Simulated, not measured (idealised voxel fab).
Title: Process Module voxel fin reveal
The cross-section shown here is cut; it is 295 nm wide and divided into square cells measuring 5 nm on a side.
Format of a cross-section: grid, square cells. Given as bands. Order: top down. Band: one or more rows of cells. Per band: top height and bottom height in nm, followed by the left-to-right materials and their widths in nm; "all across" marks a single material spanning edge to edge, "blank" marks empty space. Height 0 is the level under which the wafer as received is all one material. The lowest band goes on downwards, as in "0 and below". When a width is written as two numbers, as in "30->40", the first number is the width in the top row of cells of the band and the second is the width in its bottom row, and the width changes by the same amount from each row to the next. "nothing was modified" means the step left every cell of the cross-section as it was. The list in "Closed void inventory" covers empty spaces of 8 cells or more that cannot reach the top through any open way, and it gives each as width x height at distance; the distance is from the left edge, and width, height and distance are in nm. The remark found on a step's line after its settings is issued by the simulator itself and pertains to that step. overlay nm: step with mask; distance mask lay right of planned place; negative value = left of planned place.
Set out below are the planned steps of the process:
step 1: RECEIVE | material Si
step 2: CONFORMAL_DEP | material SiN | thk nm 5
step 3: PATTERN | tone cover | mask id FINS | material resist | width nm 15 | pitch nm 40 | thk nm 15 | overlay nm 0
step 4: DIRECTIONAL_ETCH | etch materials SiN | depth nm 5
step 5: DIRECTIONAL_ETCH | etch materials Si | depth nm 40
step 6: STRIP | etch materials resist
step 7: FILL_DEP | material SiO2 | thk nm 5
step 8: CMP | height nm 5
step 9: SELECTIVE_ETCH | etch materials SiO2 | depth nm 30
step 10: STRIP | etch materials SiN
step 11: CONFORMAL_DEP | material SiO2 | thk nm 5
Below: the first of two wafers, run as planned:
As-received state of the wafer in cross-section, equivalent to post-step 1:
    0 and below: Si all across
    Closed void inventory: none
Presented here is a cross-section of the wafer after step 2 has been performed:
    5 down to 0: SiN all across
    Note: structure below 0 unchanged.
Presented here is a cross-section of the wafer after step 3 has been performed:
    20 down to 5: blank 80, then resist 15, then blank 25, then resist 15, then blank 25, then resist 15, then blank 25, then resist 15, then blank 80
    Note: structure below 5 unchanged.
Presented here is a cross-section of the wafer after step 4 has been performed:
    20 down to 5: blank 80, then resist 15, then blank 25, then resist 15, then blank 25, then resist 15, then blank 25, then resist 15, then blank 80
    5 down to 0: blank 80, then SiN 15, then blank 25, then SiN 15, then blank 25, then SiN 15, then blank 25, then SiN 15, then blank 80
    Note: structure below 0 unchanged.
Presented here is a cross-section of the wafer after step 5 has been performed:
    20 down to 5: blank 80, then resist 15, then blank 25, then resist 15, then blank 25, then resist 15, then blank 25, then resist 15, then blank 80
    5 down to 0: blank 80, then SiN 15, then blank 25, then SiN 15, then blank 25, then SiN 15, then blank 25, then SiN 15, then blank 80
    0 down to -40: blank 80, then Si 15, then blank 25, then Si 15, then blank 25, then Si 15, then blank 25, then Si 15, then blank 80
    Note: structure below -40 unchanged.
Presented here is a cross-section of the wafer after step 6 has been performed:
    5 down to 0: blank 80, then SiN 15, then blank 25, then SiN 15, then blank 25, then SiN 15, then blank 25, then SiN 15, then blank 80
    Note: structure below 0 unchanged.
Presented here is a cross-section of the wafer after step 7 has been performed:
    10 down to 5: SiO2 all across
    5 down to 0: SiO2 80, then SiN 15, then SiO2 25, then SiN 15, then SiO2 25, then SiN 15, then SiO2 25, then SiN 15, then SiO2 80
    0 down to -40: SiO2 80, then Si 15, then SiO2 25, then Si 15, then SiO2 25, then Si 15, then SiO2 25, then Si 15, then SiO2 80
    Note: structure below -40 unchanged.
Presented here is a cross-section of the wafer after step 8 has been performed:
    5 down to 0: SiO2 80, then SiN 15, then SiO2 25, then SiN 15, then SiO2 25, then SiN 15, then SiO2 25, then SiN 15, then SiO2 80
    Note: structure below 0 unchanged.
Presented here is a cross-section of the wafer after step 9 has been performed:
    5 down to 0: blank 80, then SiN 15, then blank 25, then SiN 15, then blank 25, then SiN 15, then blank 25, then SiN 15, then blank 80
    0 down to -25: blank 80, then Si 15, then blank 25, then Si 15, then blank 25, then Si 15, then blank 25, then Si 15, then blank 80
    Note: structure below -25 unchanged.
Presented here is a cross-section of the wafer after step 10 has been performed:
    0 down to -25: blank 80, then Si 15, then blank 25, then Si 15, then blank 25, then Si 15, then blank 25, then Si 15, then blank 80
    Note: structure below -25 unchanged.
Presented here is a cross-section of the wafer after step 11 has been performed:
    5 down to 0: blank 75, then SiO2 25, then blank 15, then SiO2 25, then blank 15, then SiO2 25, then blank 15, then SiO2 25, then blank 75
    0 down to -20: blank 75, then SiO2 5, then Si 15, then SiO2 5, then blank 15, then SiO2 5, then Si 15, then SiO2 5, then blank 15, then SiO2 5, then Si 15, then SiO2 5, then blank 15, then SiO2 5, then Si 15, then SiO2 5, then blank 75
    -20 down to -40: SiO2 80, then Si 15, then SiO2 25, then Si 15, then SiO2 25, then Si 15, then SiO2 25, then Si 15, then SiO2 80
    Note: structure below -40 unchanged.
What follows concerns the second wafer, which started out like the first and was meant to follow the very same plan; one mistake crept in when it was run, but everything up to and including step 10 is the same as for the first wafer:
Second wafer at the planned finish of step 11, seen in cross-section:
    15 down to 0: blank 65, then SiO2 165, then blank 65
    0 down to -10: blank 65, then SiO2 15, then Si 15, then SiO2 25, then Si 15, then SiO2 25, then Si 15, then SiO2 25, then Si 15, then SiO2 15, then blank 65
    -10 down to -40: SiO2 80, then Si 15, then SiO2 25, then Si 15, then SiO2 25, then Si 15, then SiO2 25, then Si 15, then SiO2 80
    Note: structure below -40 unchanged.
What went wrong in running the wafer? step 11 was run on a setting that differed from the plan, and what really ran there is CONFORMAL_DEP | material SiO2 | thk nm 15
At the finish, the second wafer shows more or fewer cells for some materials than the first does: 183 more of SiO2
